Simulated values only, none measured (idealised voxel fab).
The following process module bears the name voxel quadruple lines.
This is section cut - it's 285 nm across, gridded in 5 nm square cells.
In this document a cross-section is written as a grid of square cells. It is given as a series of bands, listed from the top down, and a band is one or more rows of cells.
The entry gives the band's vertical extent as a top height and a bottom height in nm, then its horizontal make-up as materials from left to right, each with a width in nm. "air" stands for empty space; a single material marked "everywhere" fills the band edge to edge.
Beneath 0, the wafer as received is one material, and that level is where height counting begins. The lowest band goes on downward without a bottom; it is written like "0 nm and below".
Per-row width for "30..40": begins at first number (top row of band), ends at second number (bottom row), increment between rows held constant.
Key: "no alteration" - step with no changed cell in the cross-section.
Heads up: "Closed-off voids" only lists the empty pockets with no open path to the top that are 8 cells or more, and it writes them as width x height at distance, distance from the left edge, in nm.
The remark found on a step's line after its settings is issued by the simulator itself and pertains to that step.
A step's line can hold "overlay nm"; with a mask on that step, the setting says how far right of the planned place the mask lay, while a negative setting says it lay to the left.
Below is the list of planned process steps:
step 1: RECEIVE (material Si)
step 2: CONFORMAL_DEP (material SiO2; thk nm 10)
step 3: DIRECTIONAL_DEP (material TiN; thk nm 10)
step 4: DIRECTIONAL_DEP (material polySi; thk nm 15)
step 5: DIRECTIONAL_DEP (material aC; thk nm 25)
step 6: PATTERN (tone cover; mask id MANDREL; material resist; width nm 25; thk nm 35; overlay nm 0)
step 7: DIRECTIONAL_ETCH (etch materials aC; depth nm 25)
step 8: STRIP (etch materials resist)
step 9: CONFORMAL_DEP (material SiO2; thk nm 15)
step 10: DIRECTIONAL_ETCH (etch materials SiO2; depth nm 15)
step 11: STRIP (etch materials aC)
step 12: DIRECTIONAL_ETCH (etch materials polySi; depth nm 15)
step 13: STRIP (etch materials SiO2)
step 14: CONFORMAL_DEP (material SiN; thk nm 5)
step 15: DIRECTIONAL_ETCH (etch materials SiN; depth nm 5)
step 16: STRIP (etch materials polySi)
step 17: DIRECTIONAL_ETCH (etch materials TiN; depth nm 10)
step 18: STRIP (etch materials SiN)
Cross-section, incoming material, after step 1:
  0 nm and below | Si everywhere
  Closed-off voids: none
Cross-section, first of two wafers, end of module, run as planned:
  20 nm to 10 nm | air 110  TiN 5  air 15  TiN 5  air 15  TiN 5  air 15  TiN 5  air 110
  10 nm to 0 nm | SiO2 everywhere
  0 nm and below | Si everywhere
  Closed-off voids: none
Second wafer cross-section at end of module - shared start and plan with the first, one mistake in the run:
  25 nm to 10 nm | polySi everywhere
  10 nm to 0 nm | SiO2 everywhere
  0 nm and below | Si everywhere
  Closed-off voids: none
Nonconformance to the process plan: note: step 3 <-> step 4, run order reversed vs plan
Final comparison by cell count, materials where the second wafer has more or fewer than the first: TiN: 8 fewer, polySi: 171 more
